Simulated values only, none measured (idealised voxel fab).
Process module in this document: voxel wiring stack
Square cells of 5 nm make up the cross-section cut, whose width is 245 nm.
Square cells in a grid make up a cross-section in this document, and the grid is given as bands, listed from the top down, each one or more rows of cells. It is stipulated that each band's entry specify, in nanometres, the height of the top of the band and then that of its bottom, followed by the materials of the band in left-to-right sequence, each together with its width in nanometres. A single material marked by the word "full width" is understood to fill the band from edge to edge; the word "empty" is understood to denote empty space. Heights are expressed relative to 0, this being the level below which the as-received wafer comprises one material exclusively. The lowest band is unbounded in the downward direction and is denoted as in "0..down". Graded width ("30->40"): value in top row of band = first number; value in bottom row = second number; row-to-row change constant. Step note "nothing different" = no cross-section cell changed. Entry "Sealed internal voids" = empty spaces >= 8 cells with no open way to the top; each as width x height at distance, distance from left edge, all nm. after a step's settings: what the simulator itself notes on the step. overlay nm: right-of-plan distance of the mask on a masked step; negative values mean left-of-plan.
Steps in the process plan
1 RECEIVE: material Si
2 CONFORMAL_DEP: material SiO2, thk nm 15
3 DIRECTIONAL_DEP: material TiN, thk nm 5
4 DIRECTIONAL_DEP: material W, thk nm 20
5 DIRECTIONAL_DEP: material aC, thk nm 15
6 PATTERN: tone cover, mask id METAL_1, material resist, width nm 20, pitch nm 50, thk nm 35, overlay nm 0
7 DIRECTIONAL_ETCH: etch materials aC, depth nm 15
8 STRIP: etch materials resist
9 DIRECTIONAL_ETCH: etch materials W, depth nm 20
10 DIRECTIONAL_ETCH: etch materials TiN, depth nm 5
11 STRIP: etch materials aC
12 FILL_DEP: material lowk, thk nm 10
13 CMP: height nm 40
14 CONFORMAL_DEP: material SiCN, thk nm 5
15 DIRECTIONAL_DEP: material SiO2, thk nm 15
16 MASKED_ETCH: tone open, mask id PLUG_1, width nm 15, etch materials SiO2, depth nm 15, overlay nm 0
17 MASKED_ETCH: tone open, mask id PLUG_1, width nm 15, etch materials SiCN, depth nm 5, overlay nm 0
18 EPI: material Ru, thk nm 10
19 EPI: material Ru, thk nm 10
20 DIRECTIONAL_DEP: material TiN, thk nm 5
21 DIRECTIONAL_DEP: material Ru, thk nm 20
22 MASKED_ETCH: tone cover, mask id METAL_2, width nm 20, pitch nm 50, etch materials Ru, depth nm 20, overlay nm 0
23 MASKED_ETCH: tone cover, mask id METAL_2, width nm 20, pitch nm 50, etch materials TiN, depth nm 5, overlay nm 0
24 CONFORMAL_DEP: material SiN, thk nm 5
25 FILL_DEP: material lowk, thk nm 10
26 CMP: height nm 85
27 CONFORMAL_DEP: material SiCN, thk nm 5
28 DIRECTIONAL_DEP: material lowk, thk nm 10
29 DIRECTIONAL_DEP: material aC, thk nm 10
30 PATTERN: tone open, mask id PLUG_2, material resist, width nm 15, thk nm 25, overlay nm 0
31 DIRECTIONAL_ETCH: etch materials aC, depth nm 10
32 STRIP: etch materials resist
33 DIRECTIONAL_ETCH: etch materials lowk, depth nm 10
34 DIRECTIONAL_ETCH: etch materials SiCN, depth nm 5
35 STRIP: etch materials aC
36 CONFORMAL_DEP: material TiN, thk nm 5
37 FILL_DEP: material Cu, thk nm 5
38 CMP: height nm 100
39 CONFORMAL_DEP: material SiN, thk nm 5
40 DIRECTIONAL_DEP: material SiO2, thk nm 15
41 PATTERN: tone open, mask id METAL_3, material resist, width nm 20, pitch nm 50, thk nm 20, overlay nm 0
42 DIRECTIONAL_ETCH: etch materials SiO2, depth nm 15
43 DIRECTIONAL_ETCH: etch materials SiN, depth nm 5
44 STRIP: etch materials resist
45 CONFORMAL_DEP: material TiN, thk nm 5
46 FILL_DEP: material W, thk nm 5
47 CMP: height nm 120
48 EPI: material Ru, thk nm 5
49 FILL_DEP: material SiCN, thk nm 5
50 DIRECTIONAL_DEP: material lowk, thk nm 30
51 MASKED_ETCH: tone open, mask id METAL_4_HOLES, width nm 15, pitch nm 50, etch materials lowk, depth nm 30, overlay nm 0
52 PATTERN: tone open, mask id METAL_4, material resist, width nm 20, pitch nm 50, thk nm 20, overlay nm 0
53 DIRECTIONAL_ETCH: etch materials lowk, depth nm 15
54 DIRECTIONAL_ETCH: etch materials SiCN, depth nm 5
55 STRIP: etch materials resist
56 CONFORMAL_DEP: material TiN, thk nm 5
57 FILL_DEP: material Cu, thk nm 5
58 CMP: height nm 160
59 CONFORMAL_DEP: material SiCN, thk nm 5
Wafer, first of two, run as planned
As received, after step 1
> 0..down  Si full width
> Sealed internal voids: none
State of the wafer after step 2, shown in cross-section
> 15..0  SiO2 full width
> All layers under 0 are left as they were.
State of the wafer after step 3, shown in cross-section
> 20..15  TiN full width
> All layers under 15 are left as they were.
State of the wafer after step 4, shown in cross-section
> 40..20  W full width
> All layers under 20 are left as they were.
State of the wafer after step 5, shown in cross-section
> 55..40  aC full width
> All layers under 40 are left as they were.
State of the wafer after step 6, shown in cross-section
> 90..55  empty (85)  resist (20)  empty (30)  resist (20)  empty (90)
> All layers under 55 are left as they were.
State of the wafer after step 7, shown in cross-section
> 75..55  empty (85)  resist (20)  empty (30)  resist (20)  empty (90)
> 55..40  empty (85)  aC (20)  empty (30)  aC (20)  empty (90)
> All layers under 40 are left as they were.
State of the wafer after step 8, shown in cross-section
> 55..40  empty (85)  aC (20)  empty (30)  aC (20)  empty (90)
> All layers under 40 are left as they were.
State of the wafer after step 9, shown in cross-section
> 55..40  empty (85)  aC (20)  empty (30)  aC (20)  empty (90)
> 40..20  empty (85)  W (20)  empty (30)  W (20)  empty (90)
> All layers under 20 are left as they were.
State of the wafer after step 10, shown in cross-section
> 55..40  empty (85)  aC (20)  empty (30)  aC (20)  empty (90)
> 40..20  empty (85)  W (20)  empty (30)  W (20)  empty (90)
> 20..15  empty (85)  TiN (20)  empty (30)  TiN (20)  empty (90)
> All layers under 15 are left as they were.
State of the wafer after step 11, shown in cross-section
> 40..20  empty (85)  W (20)  empty (30)  W (20)  empty (90)
> All layers under 20 are left as they were.
State of the wafer after step 12, shown in cross-section
> 50..40  lowk full width
> 40..20  lowk (85)  W (20)  lowk (30)  W (20)  lowk (90)
> 20..15  lowk (85)  TiN (20)  lowk (30)  TiN (20)  lowk (90)
> All layers under 15 are left as they were.
State of the wafer after step 13, shown in cross-section
> 40..20  lowk (85)  W (20)  lowk (30)  W (20)  lowk (90)
> All layers under 20 are left as they were.
State of the wafer after step 14, shown in cross-section
> 45..40  SiCN full width
> All layers under 40 are left as they were.
State of the wafer after step 15, shown in cross-section
> 60..45  SiO2 full width
> All layers under 45 are left as they were.
State of the wafer after step 16, shown in cross-section
> 60..45  SiO2 (85)  empty (15)  SiO2 (145)
> All layers under 45 are left as they were.
State of the wafer after step 17, shown in cross-section
> 60..45  SiO2 (85)  empty (15)  SiO2 (145)
> 45..40  SiCN (85)  empty (15)  SiCN (145)
> All layers under 40 are left as they were.
State of the wafer after step 18, shown in cross-section
> 60..50  SiO2 (85)  empty (15)  SiO2 (145)
> 50..45  SiO2 (85)  Ru (15)  SiO2 (145)
> 45..40  SiCN (85)  Ru (15)  SiCN (145)
> All layers under 40 are left as they were.
State of the wafer after step 19, shown in cross-section
> 60..45  SiO2 (85)  Ru (15)  SiO2 (145)
> All layers under 45 are left as they were.
State of the wafer after step 20, shown in cross-section
> 65..60  TiN full width
> All layers under 60 are left as they were.
State of the wafer after step 21, shown in cross-section
> 85..65  Ru full width
> All layers under 65 are left as they were.
State of the wafer after step 22, shown in cross-section
> 85..65  empty (85)  Ru (20)  empty (30)  Ru (20)  empty (90)
> All layers under 65 are left as they were.
State of the wafer after step 23, shown in cross-section
> 85..65  empty (85)  Ru (20)  empty (30)  Ru (20)  empty (90)
> 65..60  empty (85)  TiN (20)  empty (30)  TiN (20)  empty (90)
> All layers under 60 are left as they were.
State of the wafer after step 24, shown in cross-section
> 90..85  empty (80)  SiN (30)  empty (20)  SiN (30)  empty (85)
> 85..65  empty (80)  SiN (5)  Ru (20)  SiN (5)  empty (20)  SiN (5)  Ru (20)  SiN (5)  empty (85)
> 65..60  SiN (85)  TiN (20)  SiN (30)  TiN (20)  SiN (90)
> All layers under 60 are left as they were.
State of the wafer after step 25, shown in cross-section
> 100..90  lowk full width
> 90..85  lowk (80)  SiN (30)  lowk (20)  SiN (30)  lowk (85)
> 85..65  lowk (80)  SiN (5)  Ru (20)  SiN (5)  lowk (20)  SiN (5)  Ru (20)  SiN (5)  lowk (85)
> All layers under 65 are left as they were.
State of the wafer after step 26, shown in cross-section
> 85..65  lowk (80)  SiN (5)  Ru (20)  SiN (5)  lowk (20)  SiN (5)  Ru (20)  SiN (5)  lowk (85)
> All layers under 65 are left as they were.
State of the wafer after step 27, shown in cross-section
> 90..85  SiCN full width
> All layers under 85 are left as they were.
State of the wafer after step 28, shown in cross-section
> 100..90  lowk full width
> All layers under 90 are left as they were.
State of the wafer after step 29, shown in cross-section
> 110..100  aC full width
> All layers under 100 are left as they were.
State of the wafer after step 30, shown in cross-section
> 135..110  resist (85)  empty (15)  resist (145)
> All layers under 110 are left as they were.
State of the wafer after step 31, shown in cross-section
> 125..110  resist (85)  empty (15)  resist (145)
> 110..100  aC (85)  empty (15)  aC (145)
> All layers under 100 are left as they were.
State of the wafer after step 32, shown in cross-section
> 110..100  aC (85)  empty (15)  aC (145)
> All layers under 100 are left as they were.
State of the wafer after step 33, shown in cross-section
> 110..100  aC (85)  empty (15)  aC (145)
> 100..90  lowk (85)  empty (15)  lowk (145)
> All layers under 90 are left as they were.
State of the wafer after step 34, shown in cross-section
> 110..100  aC (85)  empty (15)  aC (145)
> 100..90  lowk (85)  empty (15)  lowk (145)
> 90..85  SiCN (85)  empty (15)  SiCN (145)
> All layers under 85 are left as they were.
State of the wafer after step 35, shown in cross-section
> 100..90  lowk (85)  empty (15)  lowk (145)
> All layers under 90 are left as they were.
State of the wafer after step 36, shown in cross-section
> 105..100  TiN (90)  empty (5)  TiN (150)
> 100..90  lowk (85)  TiN (5)  empty (5)  TiN (5)  lowk (145)
> 90..85  SiCN (85)  TiN (15)  SiCN (145)
> All layers under 85 are left as they were.
State of the wafer after step 37, shown in cross-section
> 110..105  Cu full width
> 105..100  TiN (90)  Cu (5)  TiN (150)
> 100..90  lowk (85)  TiN (5)  Cu (5)  TiN (5)  lowk (145)
> All layers under 90 are left as they were.
State of the wafer after step 38, shown in cross-section
> 100..90  lowk (85)  TiN (5)  Cu (5)  TiN (5)  lowk (145)
> All layers under 90 are left as they were.
State of the wafer after step 39, shown in cross-section
> 105..100  SiN full width
> All layers under 100 are left as they were.
State of the wafer after step 40, shown in cross-section
> 120..105  SiO2 full width
> All layers under 105 are left as they were.
State of the wafer after step 41, shown in cross-section
> 140..120  resist (85)  empty (20)  resist (30)  empty (20)  resist (90)
> All layers under 120 are left as they were.
State of the wafer after step 42, shown in cross-section
> 140..120  resist (85)  empty (20)  resist (30)  empty (20)  resist (90)
> 120..105  SiO2 (85)  empty (20)  SiO2 (30)  empty (20)  SiO2 (90)
> All layers under 105 are left as they were.
State of the wafer after step 43, shown in cross-section
> 140..120  resist (85)  empty (20)  resist (30)  empty (20)  resist (90)
> 120..105  SiO2 (85)  empty (20)  SiO2 (30)  empty (20)  SiO2 (90)
> 105..100  SiN (85)  empty (20)  SiN (30)  empty (20)  SiN (90)
> All layers under 100 are left as they were.
State of the wafer after step 44, shown in cross-section
> 120..105  SiO2 (85)  empty (20)  SiO2 (30)  empty (20)  SiO2 (90)
> All layers under 105 are left as they were.
State of the wafer after step 45, shown in cross-section
> 125..120  TiN (90)  empty (10)  TiN (40)  empty (10)  TiN (95)
> 120..105  SiO2 (85)  TiN (5)  empty (10)  TiN (5)  SiO2 (30)  TiN (5)  empty (10)  TiN (5)  SiO2 (90)
> 105..100  SiN (85)  TiN (20)  SiN (30)  TiN (20)  SiN (90)
> All layers under 100 are left as they were.
State of the wafer after step 46, shown in cross-section
> 130..125  W full width
> 125..120  TiN (90)  W (10)  TiN (40)  W (10)  TiN (95)
> 120..105  SiO2 (85)  TiN (5)  W (10)  TiN (5)  SiO2 (30)  TiN (5)  W (10)  TiN (5)  SiO2 (90)
> All layers under 105 are left as they were.
State of the wafer after step 47, shown in cross-section
> 120..105  SiO2 (85)  TiN (5)  W (10)  TiN (5)  SiO2 (30)  TiN (5)  W (10)  TiN (5)  SiO2 (90)
> All layers under 105 are left as they were.
State of the wafer after step 48, shown in cross-section
> 125..120  empty (80)  Ru (30)  empty (20)  Ru (30)  empty (85)
> All layers under 120 are left as they were.
State of the wafer after step 49, shown in cross-section
> 130..125  SiCN full width
> 125..120  SiCN (80)  Ru (30)  SiCN (20)  Ru (30)  SiCN (85)
> All layers under 120 are left as they were.
State of the wafer after step 50, shown in cross-section
> 160..130  lowk full width
> All layers under 130 are left as they were.
State of the wafer after step 51, shown in cross-section
> 160..130  lowk (85)  empty (15)  lowk (35)  empty (15)  lowk (95)
> All layers under 130 are left as they were.
State of the wafer after step 52, shown in cross-section
> 180..160  resist (85)  empty (20)  resist (30)  empty (20)  resist (90)
> All layers under 160 are left as they were.
State of the wafer after step 53, shown in cross-section
> 180..160  resist (85)  empty (20)  resist (30)  empty (20)  resist (90)
> 160..145  lowk (85)  empty (20)  lowk (30)  empty (20)  lowk (90)
> All layers under 145 are left as they were.
State of the wafer after step 54, shown in cross-section
> 180..160  resist (85)  empty (20)  resist (30)  empty (20)  resist (90)
> 160..145  lowk (85)  empty (20)  lowk (30)  empty (20)  lowk (90)
> 145..130  lowk (85)  empty (15)  lowk (35)  empty (15)  lowk (95)
> 130..125  SiCN (85)  empty (15)  SiCN (35)  empty (15)  SiCN (95)
> All layers under 125 are left as they were.
State of the wafer after step 55, shown in cross-section
> 160..145  lowk (85)  empty (20)  lowk (30)  empty (20)  lowk (90)
> All layers under 145 are left as they were.
State of the wafer after step 56, shown in cross-section
> 165..160  TiN (90)  empty (10)  TiN (40)  empty (10)  TiN (95)
> 160..150  lowk (85)  TiN (5)  empty (10)  TiN (5)  lowk (30)  TiN (5)  empty (10)  TiN (5)  lowk (90)
> 150..145  lowk (85)  TiN (5)  empty (5)  TiN (10)  lowk (30)  TiN (5)  empty (5)  TiN (10)  lowk (90)
> 145..130  lowk (85)  TiN (5)  empty (5)  TiN (5)  lowk (35)  TiN (5)  empty (5)  TiN (5)  lowk (95)
> 130..125  SiCN (85)  TiN (15)  SiCN (35)  TiN (15)  SiCN (95)
> All layers under 125 are left as they were.
State of the wafer after step 57, shown in cross-section
> 170..165  Cu full width
> 165..160  TiN (90)  Cu (10)  TiN (40)  Cu (10)  TiN (95)
> 160..150  lowk (85)  TiN (5)  Cu (10)  TiN (5)  lowk (30)  TiN (5)  Cu (10)  TiN (5)  lowk (90)
> 150..145  lowk (85)  TiN (5)  Cu (5)  TiN (10)  lowk (30)  TiN (5)  Cu (5)  TiN (10)  lowk (90)
> 145..130  lowk (85)  TiN (5)  Cu (5)  TiN (5)  lowk (35)  TiN (5)  Cu (5)  TiN (5)  lowk (95)
> All layers under 130 are left as they were.
State of the wafer after step 58, shown in cross-section
> 160..150  lowk (85)  TiN (5)  Cu (10)  TiN (5)  lowk (30)  TiN (5)  Cu (10)  TiN (5)  lowk (90)
> All layers under 150 are left as they were.
State of the wafer after step 59, shown in cross-section
> 165..160  SiCN full width
> All layers under 160 are left as they were.
The second wafer began exactly as the first did and followed the same plan, but one mistake was made while running it; through step 19 inclusive, the two wafers are identical
Cross-sectional view of the second wafer at the intended end time of process step 20
> 80..60  Ru full width
> All layers under 60 are left as they were.
Cross-sectional view of the second wafer at the intended end time of process step 21
> 85..80  TiN full width
> All layers under 80 are left as they were.
Cross-sectional view of the second wafer at the intended end time of process step 22: nothing different
Cross-sectional view of the second wafer at the intended end time of process step 23
> 85..80  empty (85)  TiN (20)  empty (30)  TiN (20)  empty (90)
> All layers under 80 are left as they were.
Cross-sectional view of the second wafer at the intended end time of process step 24
> 90..85  empty (80)  SiN (30)  empty (20)  SiN (30)  empty (85)
> 85..80  SiN (85)  TiN (20)  SiN (30)  TiN (20)  SiN (90)
> All layers under 80 are left as they were.
Cross-sectional view of the second wafer at the intended end time of process step 25
> 100..90  lowk full width
> 90..85  lowk (80)  SiN (30)  lowk (20)  SiN (30)  lowk (85)
> All layers under 85 are left as they were.
Cross-sectional view of the second wafer at the intended end time of process step 26
> 85..80  SiN (85)  TiN (20)  SiN (30)  TiN (20)  SiN (90)
> All layers under 80 are left as they were.
Cross-sectional view of the second wafer at the intended end time of process step 27
> 90..85  SiCN full width
> All layers under 85 are left as they were.
Cross-sectional view of the second wafer at the intended end time of process step 28
> 100..90  lowk full width
> All layers under 90 are left as they were.
Cross-sectional view of the second wafer at the intended end time of process step 29
> 110..100  aC full width
> All layers under 100 are left as they were.
Cross-sectional view of the second wafer at the intended end time of process step 30
> 135..110  resist (85)  empty (15)  resist (145)
> All layers under 110 are left as they were.
Cross-sectional view of the second wafer at the intended end time of process step 31
> 125..110  resist (85)  empty (15)  resist (145)
> 110..100  aC (85)  empty (15)  aC (145)
> All layers under 100 are left as they were.
Cross-sectional view of the second wafer at the intended end time of process step 32
> 110..100  aC (85)  empty (15)  aC (145)
> All layers under 100 are left as they were.
Cross-sectional view of the second wafer at the intended end time of process step 33
> 110..100  aC (85)  empty (15)  aC (145)
> 100..90  lowk (85)  empty (15)  lowk (145)
> All layers under 90 are left as they were.
Cross-sectional view of the second wafer at the intended end time of process step 34
> 110..100  aC (85)  empty (15)  aC (145)
> 100..90  lowk (85)  empty (15)  lowk (145)
> 90..85  SiCN (85)  empty (15)  SiCN (145)
> All layers under 85 are left as they were.
Cross-sectional view of the second wafer at the intended end time of process step 35
> 100..90  lowk (85)  empty (15)  lowk (145)
> All layers under 90 are left as they were.
Cross-sectional view of the second wafer at the intended end time of process step 36
> 105..100  TiN (90)  empty (5)  TiN (150)
> 100..90  lowk (85)  TiN (5)  empty (5)  TiN (5)  lowk (145)
> 90..85  SiCN (85)  TiN (15)  SiCN (145)
> All layers under 85 are left as they were.
Cross-sectional view of the second wafer at the intended end time of process step 37
> 110..105  Cu full width
> 105..100  TiN (90)  Cu (5)  TiN (150)
> 100..90  lowk (85)  TiN (5)  Cu (5)  TiN (5)  lowk (145)
> All layers under 90 are left as they were.
Cross-sectional view of the second wafer at the intended end time of process step 38
> 100..90  lowk (85)  TiN (5)  Cu (5)  TiN (5)  lowk (145)
> All layers under 90 are left as they were.
Cross-sectional view of the second wafer at the intended end time of process step 39
> 105..100  SiN full width
> All layers under 100 are left as they were.
Cross-sectional view of the second wafer at the intended end time of process step 40
> 120..105  SiO2 full width
> All layers under 105 are left as they were.
Cross-sectional view of the second wafer at the intended end time of process step 41
> 140..120  resist (85)  empty (20)  resist (30)  empty (20)  resist (90)
> All layers under 120 are left as they were.
Cross-sectional view of the second wafer at the intended end time of process step 42
> 140..120  resist (85)  empty (20)  resist (30)  empty (20)  resist (90)
> 120..105  SiO2 (85)  empty (20)  SiO2 (30)  empty (20)  SiO2 (90)
> All layers under 105 are left as they were.
Cross-sectional view of the second wafer at the intended end time of process step 43
> 140..120  resist (85)  empty (20)  resist (30)  empty (20)  resist (90)
> 120..105  SiO2 (85)  empty (20)  SiO2 (30)  empty (20)  SiO2 (90)
> 105..100  SiN (85)  empty (20)  SiN (30)  empty (20)  SiN (90)
> All layers under 100 are left as they were.
Cross-sectional view of the second wafer at the intended end time of process step 44
> 120..105  SiO2 (85)  empty (20)  SiO2 (30)  empty (20)  SiO2 (90)
> All layers under 105 are left as they were.
Cross-sectional view of the second wafer at the intended end time of process step 45
> 125..120  TiN (90)  empty (10)  TiN (40)  empty (10)  TiN (95)
> 120..105  SiO2 (85)  TiN (5)  empty (10)  TiN (5)  SiO2 (30)  TiN (5)  empty (10)  TiN (5)  SiO2 (90)
> 105..100  SiN (85)  TiN (20)  SiN (30)  TiN (20)  SiN (90)
> All layers under 100 are left as they were.
Cross-sectional view of the second wafer at the intended end time of process step 46
> 130..125  W full width
> 125..120  TiN (90)  W (10)  TiN (40)  W (10)  TiN (95)
> 120..105  SiO2 (85)  TiN (5)  W (10)  TiN (5)  SiO2 (30)  TiN (5)  W (10)  TiN (5)  SiO2 (90)
> All layers under 105 are left as they were.
Cross-sectional view of the second wafer at the intended end time of process step 47
> 120..105  SiO2 (85)  TiN (5)  W (10)  TiN (5)  SiO2 (30)  TiN (5)  W (10)  TiN (5)  SiO2 (90)
> All layers under 105 are left as they were.
Cross-sectional view of the second wafer at the intended end time of process step 48
> 125..120  empty (80)  Ru (30)  empty (20)  Ru (30)  empty (85)
> All layers under 120 are left as they were.
Cross-sectional view of the second wafer at the intended end time of process step 49
> 130..125  SiCN full width
> 125..120  SiCN (80)  Ru (30)  SiCN (20)  Ru (30)  SiCN (85)
> All layers under 120 are left as they were.
Cross-sectional view of the second wafer at the intended end time of process step 50
> 160..130  lowk full width
> All layers under 130 are left as they were.
Cross-sectional view of the second wafer at the intended end time of process step 51
> 160..130  lowk (85)  empty (15)  lowk (35)  empty (15)  lowk (95)
> All layers under 130 are left as they were.
Cross-sectional view of the second wafer at the intended end time of process step 52
> 180..160  resist (85)  empty (20)  resist (30)  empty (20)  resist (90)
> All layers under 160 are left as they were.
Cross-sectional view of the second wafer at the intended end time of process step 53
> 180..160  resist (85)  empty (20)  resist (30)  empty (20)  resist (90)
> 160..145  lowk (85)  empty (20)  lowk (30)  empty (20)  lowk (90)
> All layers under 145 are left as they were.
Cross-sectional view of the second wafer at the intended end time of process step 54
> 180..160  resist (85)  empty (20)  resist (30)  empty (20)  resist (90)
> 160..145  lowk (85)  empty (20)  lowk (30)  empty (20)  lowk (90)
> 145..130  lowk (85)  empty (15)  lowk (35)  empty (15)  lowk (95)
> 130..125  SiCN (85)  empty (15)  SiCN (35)  empty (15)  SiCN (95)
> All layers under 125 are left as they were.
Cross-sectional view of the second wafer at the intended end time of process step 55
> 160..145  lowk (85)  empty (20)  lowk (30)  empty (20)  lowk (90)
> All layers under 145 are left as they were.
Cross-sectional view of the second wafer at the intended end time of process step 56
> 165..160  TiN (90)  empty (10)  TiN (40)  empty (10)  TiN (95)
> 160..150  lowk (85)  TiN (5)  empty (10)  TiN (5)  lowk (30)  TiN (5)  empty (10)  TiN (5)  lowk (90)
> 150..145  lowk (85)  TiN (5)  empty (5)  TiN (10)  lowk (30)  TiN (5)  empty (5)  TiN (10)  lowk (90)
> 145..130  lowk (85)  TiN (5)  empty (5)  TiN (5)  lowk (35)  TiN (5)  empty (5)  TiN (5)  lowk (95)
> 130..125  SiCN (85)  TiN (15)  SiCN (35)  TiN (15)  SiCN (95)
> All layers under 125 are left as they were.
Cross-sectional view of the second wafer at the intended end time of process step 57
> 170..165  Cu full width
> 165..160  TiN (90)  Cu (10)  TiN (40)  Cu (10)  TiN (95)
> 160..150  lowk (85)  TiN (5)  Cu (10)  TiN (5)  lowk (30)  TiN (5)  Cu (10)  TiN (5)  lowk (90)
> 150..145  lowk (85)  TiN (5)  Cu (5)  TiN (10)  lowk (30)  TiN (5)  Cu (5)  TiN (10)  lowk (90)
> 145..130  lowk (85)  TiN (5)  Cu (5)  TiN (5)  lowk (35)  TiN (5)  Cu (5)  TiN (5)  lowk (95)
> All layers under 130 are left as they were.
Cross-sectional view of the second wafer at the intended end time of process step 58
> 160..150  lowk (85)  TiN (5)  Cu (10)  TiN (5)  lowk (30)  TiN (5)  Cu (10)  TiN (5)  lowk (90)
> All layers under 150 are left as they were.
Cross-sectional view of the second wafer at the intended end time of process step 59
> 165..160  SiCN full width
> All layers under 160 are left as they were.
Nonconformance to the process plan: steps 20 and 21 traded places in the executed sequence
Cell-count delta at end, second wafer over first, by material: +164 Ru; -16 SiN; -148 lowk
